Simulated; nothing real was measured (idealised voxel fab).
The name of this process module is voxel fin reveal.
The cross-section on display is named cut; it measures 175 nm wide, and its cells are 5 nm squares.
Think of the cross-section as a grid of square cells. We describe it in bands, top to bottom, and each band covers one or more rows of those cells.
Each band's line starts with the height of the band's top and of its bottom, in nm. Then come its materials from left to right, each with its width in nm. One material with "throughout" fills the band from edge to edge. "blank" is empty space.
It should be noted that heights are counted from 0, beneath which the wafer as supplied is of one material throughout, and that the lowest band possesses no lower boundary but continues downward, as written in "0 -> down".
The expression "30 to 40" gives the width at the extremes of the band, the first number at its top row of cells and the second at its bottom row, with the width changing by equal amounts from each row to the next in between.
No cell of the cross-section changed in a step that is given as "remained the same".
Empty spaces without an open route to the top, at least 8 cells in extent, make up the entry "Closed void table"; each is given as width x height at distance, where the distance is measured from the left edge, and all are in nm.
The remark found on a step's line after its settings is issued by the simulator itself and pertains to that step.
The setting "overlay nm" may be written on the line of a step. When the step uses a mask, the value reports how far to the right of the planned place the mask lay, and a negative value reports that it lay to the left.
So the way this works: pairs, before and after one process step. The after picture only goes down to the lowest band that actually changed, nothing below. Step and its settings are under each pair. And watch out, pairs might come from different runs of this module, same starting wafer though, so a pair only follows on from the one above if its "Preceding state" entry tells you so.
-- Preceding state
> 0 -> down  Si throughout
> Closed void table: none
-- Structure After Step
> 10 -> 0  SiN throughout
> Beneath the level 0, the cross-section is identical to its previous state.
> Closed void table: none
In between the before and after cross-sections above, the step is CONFORMAL_DEP,material SiN,thk nm 10
Preceding state: look at the pair above, its after cross-section is where this step starts.
-- Structure After Step
> 10 -> 0  blank 60 nm  SiN 15 nm  blank 20 nm  SiN 15 nm  blank 65 nm
> Beneath the level 0, the cross-section is identical to its previous state.
> Closed void table: none
In between the before and after cross-sections above, the step is MASKED_ETCH,tone cover,mask id FINS,width nm 15,pitch nm 35,etch materials SiN,depth nm 10,overlay nm 0
Preceding state: look at the pair above, its after cross-section is where this step starts.
-- Structure After Step
> 10 -> 0  blank 60 nm  SiN 15 nm  blank 20 nm  SiN 15 nm  blank 65 nm
> 0 -> -35  blank 60 nm  Si 15 nm  blank 20 nm  Si 15 nm  blank 65 nm
> Beneath the level -35, the cross-section is identical to its previous state.
> Closed void table: none
In between the before and after cross-sections above, the step is MASKED_ETCH,tone cover,mask id FINS,width nm 15,pitch nm 35,etch materials Si,depth nm 35,overlay nm 0
Preceding state: look at the pair above, its after cross-section is where this step starts.
-- Structure After Step
> 10 -> 0  blank 60 nm  SiN 15 nm  blank 20 nm  SiN 15 nm  blank 65 nm
> 0 -> -35  blank 60 nm  SiO2 5 nm  Si 5 nm  SiO2 5 nm  blank 20 nm  SiO2 5 nm  Si 5 nm  SiO2 5 nm  blank 65 nm
> -35 -> -40  SiO2 65 nm  Si 5 nm  SiO2 30 nm  Si 5 nm  SiO2 70 nm
> Beneath the level -40, the cross-section is identical to its previous state.
> Closed void table: none
In between the before and after cross-sections above, the step is OXIDIZE,depth nm 5
Preceding state: look at the pair above, its after cross-section is where this step starts.
-- Structure After Step
> 25 -> 10  SiO2 throughout
> 10 -> 0  SiO2 60 nm  SiN 15 nm  SiO2 20 nm  SiN 15 nm  SiO2 65 nm
> 0 -> -40  SiO2 65 nm  Si 5 nm  SiO2 30 nm  Si 5 nm  SiO2 70 nm
> Beneath the level -40, the cross-section is identical to its previous state.
> Closed void table: none
In between the before and after cross-sections above, the step is FILL_DEP,material SiO2,thk nm 15
Preceding state: look at the pair above, its after cross-section is where this step starts.
-- Structure After Step
> 10 -> 0  SiO2 60 nm  SiN 15 nm  SiO2 20 nm  SiN 15 nm  SiO2 65 nm
> Beneath the level 0, the cross-section is identical to its previous state.
> Closed void table: none
In between the before and after cross-sections above, the step is CMP,height nm 10
Preceding state: look at the pair above, its after cross-section is where this step starts.
-- Structure After Step
> 10 -> 0  blank 60 nm  SiN 15 nm  blank 20 nm  SiN 15 nm  blank 65 nm
> 0 -> -20  blank 65 nm  Si 5 nm  blank 30 nm  Si 5 nm  blank 70 nm
> Beneath the level -20, the cross-section is identical to its previous state.
> Closed void table: none
In between the before and after cross-sections above, the step is SELECTIVE_ETCH,etch materials SiO2,depth nm 30
Preceding state: look at the pair above, its after cross-section is where this step starts.
-- Structure After Step
> 0 -> -20  blank 65 nm  Si 5 nm  blank 30 nm  Si 5 nm  blank 70 nm
> Beneath the level -20, the cross-section is identical to its previous state.
> Closed void table: none
In between the before and after cross-sections above, the step is STRIP,etch materials SiN
-- Preceding state
> 0 -> down  Si throughout
> Closed void table: none
-- Structure After Step
> 0 -> -35  blank 60 nm  Si 15 nm  blank 20 nm  Si 15 nm  blank 65 nm
> Beneath the level -35, the cross-section is identical to its previous state.
> Closed void table: none
In between the before and after cross-sections above, the step is MASKED_ETCH,tone cover,mask id FINS,width nm 15,pitch nm 35,etch materials Si,depth nm 35,overlay nm 0
Preceding state: look at the pair above, its after cross-section is where this step starts.
-- Structure After Step
> 0 -> -5  blank 60 nm  SiO2 15 nm  blank 20 nm  SiO2 15 nm  blank 65 nm
> -5 -> -35  blank 60 nm  SiO2 5 nm  Si 5 nm  SiO2 5 nm  blank 20 nm  SiO2 5 nm  Si 5 nm  SiO2 5 nm  blank 65 nm
> -35 -> -40  SiO2 65 nm  Si 5 nm  SiO2 30 nm  Si 5 nm  SiO2 70 nm
> Beneath the level -40, the cross-section is identical to its previous state.
> Closed void table: none
In between the before and after cross-sections above, the step is OXIDIZE,depth nm 5
Preceding state: look at the pair above, its after cross-section is where this step starts.
-- Structure After Step
> 15 -> -5  SiO2 throughout
> -5 -> -40  SiO2 65 nm  Si 5 nm  SiO2 30 nm  Si 5 nm  SiO2 70 nm
> Beneath the level -40, the cross-section is identical to its previous state.
> Closed void table: none
In between the before and after cross-sections above, the step is FILL_DEP,material SiO2,thk nm 15
Preceding state: look at the pair above, its after cross-section is where this step starts.
-- Structure After Step
> 10 -> -5  SiO2 throughout
> Beneath the level -5, the cross-section is identical to its previous state.
> Closed void table: none
In between the before and after cross-sections above, the step is CMP,height nm 10
Preceding state: look at the pair above, its after cross-section is where this step starts.
-- Structure After Step
> -5 -> -20  blank 65 nm  Si 5 nm  blank 30 nm  Si 5 nm  blank 70 nm
> Beneath the level -20, the cross-section is identical to its previous state.
> Closed void table: none
In between the before and after cross-sections above, the step is SELECTIVE_ETCH,etch materials SiO2,depth nm 30
-- Preceding state
> 10 -> 0  blank 60 nm  SiN 15 nm  blank 20 nm  SiN 15 nm  blank 65 nm
> 0 -> -20  blank 65 nm  Si 5 nm  blank 30 nm  Si 5 nm  blank 70 nm
> -20 -> -40  SiO2 65 nm  Si 5 nm  SiO2 30 nm  Si 5 nm  SiO2 70 nm
> -40 -> down  Si throughout
> Closed void table: none
-- Structure After Step
> 10 -> 0  blank 60 nm  SiN 15 nm  blank 20 nm  SiN 15 nm  blank 65 nm
> 0 -> -40  blank 65 nm  Si 5 nm  blank 30 nm  Si 5 nm  blank 70 nm
> Beneath the level -40, the cross-section is identical to its previous state.
> Closed void table: none
In between the before and after cross-sections above, the step is SELECTIVE_ETCH,etch materials SiO2,depth nm 30
Preceding state: look at the pair above, its after cross-section is where this step starts.
-- Structure After Step
> 0 -> -40  blank 65 nm  Si 5 nm  blank 30 nm  Si 5 nm  blank 70 nm
> Beneath the level -40, the cross-section is identical to its previous state.
> Closed void table: none
In between the before and after cross-sections above, the step is STRIP,etch materials SiN
-- Preceding state
> 10 -> 0  SiO2 60 nm  SiN 15 nm  SiO2 20 nm  SiN 15 nm  SiO2 65 nm
> 0 -> -40  SiO2 65 nm  Si 5 nm  SiO2 30 nm  Si 5 nm  SiO2 70 nm
> -40 -> down  Si throughout
> Closed void table: none
-- Structure After Step
> 10 -> 0  SiO2 60 nm  blank 15 nm  SiO2 20 nm  blank 15 nm  SiO2 65 nm
> Beneath the level 0, the cross-section is identical to its previous state.
> Closed void table: none
In between the before and after cross-sections above, the step is STRIP,etch materials SiN
Preceding state: look at the pair above, its after cross-section is where this step starts.
-- Structure After Step
> 0 -> -20  blank 65 nm  Si 5 nm  blank 30 nm  Si 5 nm  blank 70 nm
> -20 -> -30  SiO2 30 nm  blank 35 nm  Si 5 nm  blank 30 nm  Si 5 nm  blank 35 nm  SiO2 35 nm
> Beneath the level -30, the cross-section is identical to its previous state.
> Closed void table: none
In between the before and after cross-sections above, the step is SELECTIVE_ETCH,etch materials SiO2,depth nm 30
-- Preceding state
> 10 -> 0  blank 60 nm  SiN 15 nm  blank 20 nm  SiN 15 nm  blank 65 nm
> 0 -> down  Si throughout
> Closed void table: none
-- Structure After Step
> 10 -> 0  blank 60 nm  SiN 15 nm  blank 20 nm  SiN 15 nm  blank 65 nm
> 0 -> -40  blank 60 nm  Si 15 nm  blank 20 nm  Si 15 nm  blank 65 nm
> Beneath the level -40, the cross-section is identical to its previous state.
> Closed void table: none
In between the before and after cross-sections above, the step is MASKED_ETCH,tone cover,mask id FINS,width nm 15,pitch nm 35,etch materials Si,depth nm 40,overlay nm 0
Preceding state: look at the pair above, its after cross-section is where this step starts.
-- Structure After Step
> 10 -> 0  blank 60 nm  SiN 15 nm  blank 20 nm  SiN 15 nm  blank 65 nm
> 0 -> -40  blank 60 nm  SiO2 5 nm  Si 5 nm  SiO2 5 nm  blank 20 nm  SiO2 5 nm  Si 5 nm  SiO2 5 nm  blank 65 nm
> -40 -> -45  SiO2 65 nm  Si 5 nm  SiO2 30 nm  Si 5 nm  SiO2 70 nm
> Beneath the level -45, the cross-section is identical to its previous state.
> Closed void table: none
In between the before and after cross-sections above, the step is OXIDIZE,depth nm 5
Preceding state: look at the pair above, its after cross-section is where this step starts.
-- Structure After Step
> 25 -> 10  SiO2 throughout
> 10 -> 0  SiO2 60 nm  SiN 15 nm  SiO2 20 nm  SiN 15 nm  SiO2 65 nm
> 0 -> -45  SiO2 65 nm  Si 5 nm  SiO2 30 nm  Si 5 nm  SiO2 70 nm
> Beneath the level -45, the cross-section is identical to its previous state.
> Closed void table: none
In between the before and after cross-sections above, the step is FILL_DEP,material SiO2,thk nm 15
Preceding state: look at the pair above, its after cross-section is where this step starts.
-- Structure After Step
> 10 -> 0  SiO2 60 nm  SiN 15 nm  SiO2 20 nm  SiN 15 nm  SiO2 65 nm
> Beneath the level 0, the cross-section is identical to its previous state.
> Closed void table: none
In between the before and after cross-sections above, the step is CMP,height nm 10
Preceding state: look at the pair above, its after cross-section is where this step starts.
-- Structure After Step
> 10 -> 0  blank 60 nm  SiN 15 nm  blank 20 nm  SiN 15 nm  blank 65 nm
> 0 -> -20  blank 65 nm  Si 5 nm  blank 30 nm  Si 5 nm  blank 70 nm
> Beneath the level -20, the cross-section is identical to its previous state.
> Closed void table: none
In between the before and after cross-sections above, the step is SELECTIVE_ETCH,etch materials SiO2,depth nm 30
Preceding state: look at the pair above, its after cross-section is where this step starts.
-- Structure After Step
> 0 -> -20  blank 65 nm  Si 5 nm  blank 30 nm  Si 5 nm  blank 70 nm
> Beneath the level -20, the cross-section is identical to its previous state.
> Closed void table: none
In between the before and after cross-sections above, the step is STRIP,etch materials SiN
-- Preceding state
> 10 -> 0  SiN throughout
> 0 -> down  Si throughout
> Closed void table: none
-- Structure After Step
> 10 -> 0  blank 60 nm  SiN 20 nm  blank 15 nm  SiN 20 nm  blank 60 nm
> Beneath the level 0, the cross-section is identical to its previous state.
> Closed void table: none
In between the before and after cross-sections above, the step is MASKED_ETCH,tone cover,mask id FINS,width nm 20,pitch nm 35,etch materials SiN,depth nm 10,overlay nm 0
Preceding state: look at the pair above, its after cross-section is where this step starts.
-- Structure After Step
> 10 -> 0  blank 60 nm  SiN 20 nm  blank 15 nm  SiN 20 nm  blank 60 nm
> 0 -> -35  blank 60 nm  Si 20 nm  blank 15 nm  Si 20 nm  blank 60 nm
> Beneath the level -35, the cross-section is identical to its previous state.
> Closed void table: none
In between the before and after cross-sections above, the step is MASKED_ETCH,tone cover,mask id FINS,width nm 15,pitch nm 35,etch materials Si,depth nm 35,overlay nm 0
Preceding state: look at the pair above, its after cross-section is where this step starts.
-- Structure After Step
> 10 -> 0  blank 60 nm  SiN 20 nm  blank 15 nm  SiN 20 nm  blank 60 nm
> 0 -> -35  blank 60 nm  SiO2 5 nm  Si 10 nm  SiO2 5 nm  blank 15 nm  SiO2 5 nm  Si 10 nm  SiO2 5 nm  blank 60 nm
> -35 -> -40  SiO2 65 nm  Si 10 nm  SiO2 25 nm  Si 10 nm  SiO2 65 nm
> Beneath the level -40, the cross-section is identical to its previous state.
> Closed void table: none
In between the before and after cross-sections above, the step is OXIDIZE,depth nm 5
Preceding state: look at the pair above, its after cross-section is where this step starts.
-- Structure After Step
> 25 -> 10  SiO2 throughout
> 10 -> 0  SiO2 60 nm  SiN 20 nm  SiO2 15 nm  SiN 20 nm  SiO2 60 nm
> 0 -> -40  SiO2 65 nm  Si 10 nm  SiO2 25 nm  Si 10 nm  SiO2 65 nm
> Beneath the level -40, the cross-section is identical to its previous state.
> Closed void table: none
In between the before and after cross-sections above, the step is FILL_DEP,material SiO2,thk nm 15
Preceding state: look at the pair above, its after cross-section is where this step starts.
-- Structure After Step
> 10 -> 0  SiO2 60 nm  SiN 20 nm  SiO2 15 nm  SiN 20 nm  SiO2 60 nm
> Beneath the level 0, the cross-section is identical to its previous state.
> Closed void table: none
In between the before and after cross-sections above, the step is CMP,height nm 10
Preceding state: look at the pair above, its after cross-section is where this step starts.
-- Structure After Step
> 10 -> 0  blank 60 nm  SiN 20 nm  blank 15 nm  SiN 20 nm  blank 60 nm
> 0 -> -20  blank 65 nm  Si 10 nm  blank 25 nm  Si 10 nm  blank 65 nm
> Beneath the level -20, the cross-section is identical to its previous state.
> Closed void table: none
In between the before and after cross-sections above, the step is SELECTIVE_ETCH,etch materials SiO2,depth nm 30
Preceding state: look at the pair above, its after cross-section is where this step starts.
-- Structure After Step
> 0 -> -20  blank 65 nm  Si 10 nm  blank 25 nm  Si 10 nm  blank 65 nm
> Beneath the level -20, the cross-section is identical to its previous state.
> Closed void table: none
In between the before and after cross-sections above, the step is STRIP,etch materials SiN
-- Preceding state
> 10 -> 0  SiN throughout
> 0 -> down  Si throughout
> Closed void table: none
-- Structure After Step
> 10 -> 0  blank 70 nm  SiN 15 nm  blank 20 nm  SiN 15 nm  blank 55 nm
> Beneath the level 0, the cross-section is identical to its previous state.
> Closed void table: none
In between the before and after cross-sections above, the step is MASKED_ETCH,tone cover,mask id FINS,width nm 15,pitch nm 35,etch materials SiN,depth nm 10,overlay nm 10
Preceding state: look at the pair above, its after cross-section is where this step starts.
-- Structure After Step
> 10 -> 0  blank 70 nm  SiN 15 nm  blank 20 nm  SiN 15 nm  blank 55 nm
> 0 -> -35  blank 60 nm  Si 25 nm  blank 10 nm  Si 25 nm  blank 55 nm
> Beneath the level -35, the cross-section is identical to its previous state.
> Closed void table: none
In between the before and after cross-sections above, the step is MASKED_ETCH,tone cover,mask id FINS,width nm 15,pitch nm 35,etch materials Si,depth nm 35,overlay nm 0
Preceding state: look at the pair above, its after cross-section is where this step starts.
-- Structure After Step
> 10 -> 0  blank 70 nm  SiN 15 nm  blank 20 nm  SiN 15 nm  blank 55 nm
> 0 -> -5  blank 60 nm  SiO2 15 nm  Si 5 nm  SiO2 5 nm  blank 10 nm  SiO2 15 nm  Si 5 nm  SiO2 5 nm  blank 55 nm
> -5 -> -35  blank 60 nm  SiO2 5 nm  Si 15 nm  SiO2 5 nm  blank 10 nm  SiO2 5 nm  Si 15 nm  SiO2 5 nm  blank 55 nm
> -35 -> -40  SiO2 65 nm  Si 15 nm  SiO2 20 nm  Si 15 nm  SiO2 60 nm
> Beneath the level -40, the cross-section is identical to its previous state.
> Closed void table: none
In between the before and after cross-sections above, the step is OXIDIZE,depth nm 5
Preceding state: look at the pair above, its after cross-section is where this step starts.
-- Structure After Step
> 25 -> 10  SiO2 throughout
> 10 -> 0  SiO2 70 nm  SiN 15 nm  SiO2 20 nm  SiN 15 nm  SiO2 55 nm
> 0 -> -5  SiO2 75 nm  Si 5 nm  SiO2 30 nm  Si 5 nm  SiO2 60 nm
> -5 -> -40  SiO2 65 nm  Si 15 nm  SiO2 20 nm  Si 15 nm  SiO2 60 nm
> Beneath the level -40, the cross-section is identical to its previous state.
> Closed void table: none
In between the before and after cross-sections above, the step is FILL_DEP,material SiO2,thk nm 15
Preceding state: look at the pair above, its after cross-section is where this step starts.
-- Structure After Step
> 10 -> 0  SiO2 70 nm  SiN 15 nm  SiO2 20 nm  SiN 15 nm  SiO2 55 nm
> Beneath the level 0, the cross-section is identical to its previous state.
> Closed void table: none
In between the before and after cross-sections above, the step is CMP,height nm 10
Preceding state: look at the pair above, its after cross-section is where this step starts.
-- Structure After Step
> 10 -> 0  blank 70 nm  SiN 15 nm  blank 20 nm  SiN 15 nm  blank 55 nm
> 0 -> -5  blank 75 nm  Si 5 nm  blank 30 nm  Si 5 nm  blank 60 nm
> -5 -> -20  blank 65 nm  Si 15 nm  blank 20 nm  Si 15 nm  blank 60 nm
> Beneath the level -20, the cross-section is identical to its previous state.
> Closed void table: none
In between the before and after cross-sections above, the step is SELECTIVE_ETCH,etch materials SiO2,depth nm 30
Preceding state: look at the pair above, its after cross-section is where this step starts.
-- Structure After Step
> 0 -> -5  blank 75 nm  Si 5 nm  blank 30 nm  Si 5 nm  blank 60 nm
> Beneath the level -5, the cross-section is identical to its previous state.
> Closed void table: none
In between the before and after cross-sections above, the step is STRIP,etch materials SiN
-- Preceding state
> 10 -> 0  blank 60 nm  SiN 15 nm  blank 20 nm  SiN 15 nm  blank 65 nm
> 0 -> -20  blank 65 nm  Si 5 nm  blank 30 nm  Si 5 nm  blank 70 nm
> -20 -> -40  SiO2 65 nm  Si 5 nm  SiO2 30 nm  Si 5 nm  SiO2 70 nm
> -40 -> down  Si throughout
> Closed void table: none
-- Structure After Step
> 10 -> 0  blank 60 nm  SiN 15 nm  blank 20 nm  SiN 15 nm  blank 65 nm
> 0 -> -40  blank 65 nm  Si 5 nm  blank 30 nm  Si 5 nm  blank 70 nm
> Beneath the level -40, the cross-section is identical to its previous state.
> Closed void table: none
In between the before and after cross-sections above, the step is STRIP,etch materials SiO2
-- Preceding state
> 10 -> 0  SiN throughout
> 0 -> down  Si throughout
> Closed void table: none
-- Structure After Step
> 10 -> 0  SiN 60 nm  blank 15 nm  SiN 20 nm  blank 15 nm  SiN 65 nm
> Beneath the level 0, the cross-section is identical to its previous state.
> Closed void table: none
In between the before and after cross-sections above, the step is MASKED_ETCH,tone open,mask id FINS,width nm 15,pitch nm 35,etch materials SiN,depth nm 10,overlay nm 0
Preceding state: look at the pair above, its after cross-section is where this step starts.
-- Structure After Step
> 10 -> 0  SiN 60 nm  blank 15 nm  SiN 20 nm  blank 15 nm  SiN 65 nm
> 0 -> -5  Si 55 nm  SiO2 25 nm  Si 10 nm  SiO2 25 nm  Si 60 nm
> Beneath the level -5, the cross-section is identical to its previous state.
> Closed void table: none
In between the before and after cross-sections above, the step is OXIDIZE,depth nm 5
Preceding state: look at the pair above, its after cross-section is where this step starts.
-- Structure After Step
> 25 -> 10  SiO2 throughout
> 10 -> 0  SiN 60 nm  SiO2 15 nm  SiN 20 nm  SiO2 15 nm  SiN 65 nm
> Beneath the level 0, the cross-section is identical to its previous state.
> Closed void table: none
In between the before and after cross-sections above, the step is FILL_DEP,material SiO2,thk nm 15
Preceding state: look at the pair above, its after cross-section is where this step starts.
-- Structure After Step
> 10 -> 0  SiN 60 nm  SiO2 15 nm  SiN 20 nm  SiO2 15 nm  SiN 65 nm
> Beneath the level 0, the cross-section is identical to its previous state.
> Closed void table: none
In between the before and after cross-sections above, the step is CMP,height nm 10
Preceding state: look at the pair above, its after cross-section is where this step starts.
-- Structure After Step
> 10 -> 0  SiN 60 nm  blank 15 nm  SiN 20 nm  blank 15 nm  SiN 65 nm
> 0 -> -5  Si 55 nm  blank 25 nm  Si 10 nm  blank 25 nm  Si 60 nm
> Beneath the level -5, the cross-section is identical to its previous state.
> Closed void table: none
In between the before and after cross-sections above, the step is SELECTIVE_ETCH,etch materials SiO2,depth nm 30
Preceding state: look at the pair above, its after cross-section is where this step starts.
-- Structure After Step
> 0 -> -5  Si 55 nm  blank 25 nm  Si 10 nm  blank 25 nm  Si 60 nm
> Beneath the level -5, the cross-section is identical to its previous state.
> Closed void table: none
In between the before and after cross-sections above, the step is STRIP,etch materials SiN
